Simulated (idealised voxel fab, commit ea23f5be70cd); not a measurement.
The name of this process module is voxel tone inversion.
Each square cell in cross-section cut measures 5 nm, and the section as a whole is 255 nm wide.
Cross-section format: a grid of square cells, given as bands from top to bottom; each band is one or more rows of cells. Band entry format. Leading values: height of top, height of bottom, nm. Remainder: materials in left-to-right order, each with its width in nm. Special words: "throughout" on a single material, which then fills the band edge to edge; "empty", empty space. A quick word on heights: they are counted from 0, and under that level the wafer as it came to us is one material throughout. The lowest band is different from the rest in having no bottom; it simply continues downward, written as in "0 nm and below". Per-row width for "30->40": begins at first number (top row of band), ends at second number (bottom row), increment between rows held constant. Step note "identical to before" = no cross-section cell changed. "Closed void roster" contains a list of empty spaces, each no smaller than 8 cells and without an open way to the top, written in the form width x height at distance with the distance from the left edge and all three in nm. Past the settings on a step's line: simulator remark, on that step. Among the settings permitted on a step's line is "overlay nm"; applied to a step with a mask, it specifies the extent to which the mask lay to the right of its planned position, whereas a negative figure signifies a position to the left.

Process steps - plan
1,op RECEIVE | material Si
2,op CONFORMAL_DEP | material SiCN | thk nm 5
3,op DIRECTIONAL_DEP | material polySi | thk nm 15
4,op PATTERN | tone cover | mask id POSTS | material resist | width nm 25 | pitch nm 45 | thk nm 20 | overlay nm 0
5,op DIRECTIONAL_ETCH | etch materials polySi | depth nm 15
6,op STRIP | etch materials resist
7,op FILL_DEP | material lowk | thk nm 5
8,op CMP | height nm 20
9,op STRIP | etch materials polySi
10,op CONFORMAL_DEP | material TiN | thk nm 5
11,op FILL_DEP | material Ru | thk nm 10
12,op CMP | height nm 20
13,op CONFORMAL_DEP | material SiCN | thk nm 5

First wafer out of two, processed as planned

Cross-section of the incoming wafer, state after step 1
    0 nm and below: Si throughout
    Closed void roster: none

State of the wafer after step 2, shown in cross-section
    5 nm to 0 nm: SiCN throughout
    Beneath the level 0, the cross-section is identical to its previous state.

State of the wafer after step 3, shown in cross-section
    20 nm to 5 nm: polySi throughout
    Beneath the level 5, the cross-section is identical to its previous state.

State of the wafer after step 4, shown in cross-section
    40 nm to 20 nm: 90 of empty | 25 of resist | 20 of empty | 25 of resist | 95 of empty
    Beneath the level 20, the cross-section is identical to its previous state.

State of the wafer after step 5, shown in cross-section
    40 nm to 20 nm: 90 of empty | 25 of resist | 20 of empty | 25 of resist | 95 of empty
    20 nm to 5 nm: 90 of empty | 25 of polySi | 20 of empty | 25 of polySi | 95 of empty
    Beneath the level 5, the cross-section is identical to its previous state.

State of the wafer after step 6, shown in cross-section
    20 nm to 5 nm: 90 of empty | 25 of polySi | 20 of empty | 25 of polySi | 95 of empty
    Beneath the level 5, the cross-section is identical to its previous state.

State of the wafer after step 7, shown in cross-section
    25 nm to 20 nm: lowk throughout
    20 nm to 5 nm: 90 of lowk | 25 of polySi | 20 of lowk | 25 of polySi | 95 of lowk
    Beneath the level 5, the cross-section is identical to its previous state.

State of the wafer after step 8, shown in cross-section
    20 nm to 5 nm: 90 of lowk | 25 of polySi | 20 of lowk | 25 of polySi | 95 of lowk
    Beneath the level 5, the cross-section is identical to its previous state.

State of the wafer after step 9, shown in cross-section
    20 nm to 5 nm: 90 of lowk | 25 of empty | 20 of lowk | 25 of empty | 95 of lowk
    Beneath the level 5, the cross-section is identical to its previous state.

State of the wafer after step 10, shown in cross-section
    25 nm to 20 nm: 95 of TiN | 15 of empty | 30 of TiN | 15 of empty | 100 of TiN
    20 nm to 10 nm: 90 of lowk | 5 of TiN | 15 of empty | 5 of TiN | 20 of lowk | 5 of TiN | 15 of empty | 5 of TiN | 95 of lowk
    10 nm to 5 nm: 90 of lowk | 25 of TiN | 20 of lowk | 25 of TiN | 95 of lowk
    Beneath the level 5, the cross-section is identical to its previous state.

State of the wafer after step 11, shown in cross-section
    35 nm to 25 nm: Ru throughout
    25 nm to 20 nm: 95 of TiN | 15 of Ru | 30 of TiN | 15 of Ru | 100 of TiN
    20 nm to 10 nm: 90 of lowk | 5 of TiN | 15 of Ru | 5 of TiN | 20 of lowk | 5 of TiN | 15 of Ru | 5 of TiN | 95 of lowk
    Beneath the level 10, the cross-section is identical to its previous state.

State of the wafer after step 12, shown in cross-section
    20 nm to 10 nm: 90 of lowk | 5 of TiN | 15 of Ru | 5 of TiN | 20 of lowk | 5 of TiN | 15 of Ru | 5 of TiN | 95 of lowk
    Beneath the level 10, the cross-section is identical to its previous state.

State of the wafer after step 13, shown in cross-section
    25 nm to 20 nm: SiCN throughout
    Beneath the level 20, the cross-section is identical to its previous state.

Second Wafer (Identical Start and Plan, One Processing Error; Matches First Wafer Through Step 3)

Planned end of step 4: second wafer, cross-section
    40 nm to 20 nm: 90 of resist | 25 of empty | 20 of resist | 25 of empty | 95 of resist
    Beneath the level 20, the cross-section is identical to its previous state.

Planned end of step 5: second wafer, cross-section
    40 nm to 20 nm: 90 of resist | 25 of empty | 20 of resist | 25 of empty | 95 of resist
    20 nm to 5 nm: 90 of polySi | 25 of empty | 20 of polySi | 25 of empty | 95 of polySi
    Beneath the level 5, the cross-section is identical to its previous state.

Planned end of step 6: second wafer, cross-section
    20 nm to 5 nm: 90 of polySi | 25 of empty | 20 of polySi | 25 of empty | 95 of polySi
    Beneath the level 5, the cross-section is identical to its previous state.

Planned end of step 7: second wafer, cross-section
    25 nm to 20 nm: lowk throughout
    20 nm to 5 nm: 90 of polySi | 25 of lowk | 20 of polySi | 25 of lowk | 95 of polySi
    Beneath the level 5, the cross-section is identical to its previous state.

Planned end of step 8: second wafer, cross-section
    20 nm to 5 nm: 90 of polySi | 25 of lowk | 20 of polySi | 25 of lowk | 95 of polySi
    Beneath the level 5, the cross-section is identical to its previous state.

Planned end of step 9: second wafer, cross-section
    20 nm to 5 nm: 90 of empty | 25 of lowk | 20 of empty | 25 of lowk | 95 of empty
    Beneath the level 5, the cross-section is identical to its previous state.

Planned end of step 10: second wafer, cross-section
    25 nm to 20 nm: 85 of empty | 35 of TiN | 10 of empty | 35 of TiN | 90 of empty
    20 nm to 10 nm: 85 of empty | 5 of TiN | 25 of lowk | 5 of TiN | 10 of empty | 5 of TiN | 25 of lowk | 5 of TiN | 90 of empty
    10 nm to 5 nm: 90 of TiN | 25 of lowk | 20 of TiN | 25 of lowk | 95 of TiN
    Beneath the level 5, the cross-section is identical to its previous state.

Planned end of step 11: second wafer, cross-section
    35 nm to 25 nm: Ru throughout
    25 nm to 20 nm: 85 of Ru | 35 of TiN | 10 of Ru | 35 of TiN | 90 of Ru
    20 nm to 10 nm: 85 of Ru | 5 of TiN | 25 of lowk | 5 of TiN | 10 of Ru | 5 of TiN | 25 of lowk | 5 of TiN | 90 of Ru
    Beneath the level 10, the cross-section is identical to its previous state.

Planned end of step 12: second wafer, cross-section
    20 nm to 10 nm: 85 of Ru | 5 of TiN | 25 of lowk | 5 of TiN | 10 of Ru | 5 of TiN | 25 of lowk | 5 of TiN | 90 of Ru
    Beneath the level 10, the cross-section is identical to its previous state.

Planned end of step 13: second wafer, cross-section
    25 nm to 20 nm: SiCN throughout
    Beneath the level 20, the cross-section is identical to its previous state.
Want to know what went wrong? step 4 did not use the planned setting and instead ran as op PATTERN | tone open | mask id POSTS | material resist | width nm 25 | pitch nm 45 | thk nm 20 | overlay nm 0
Once processing is complete, comparing cell counts shows that the second wafer has more or fewer of certain materials than the first: Ru: 62 more | TiN: 31 more | lowk: 93 fewer
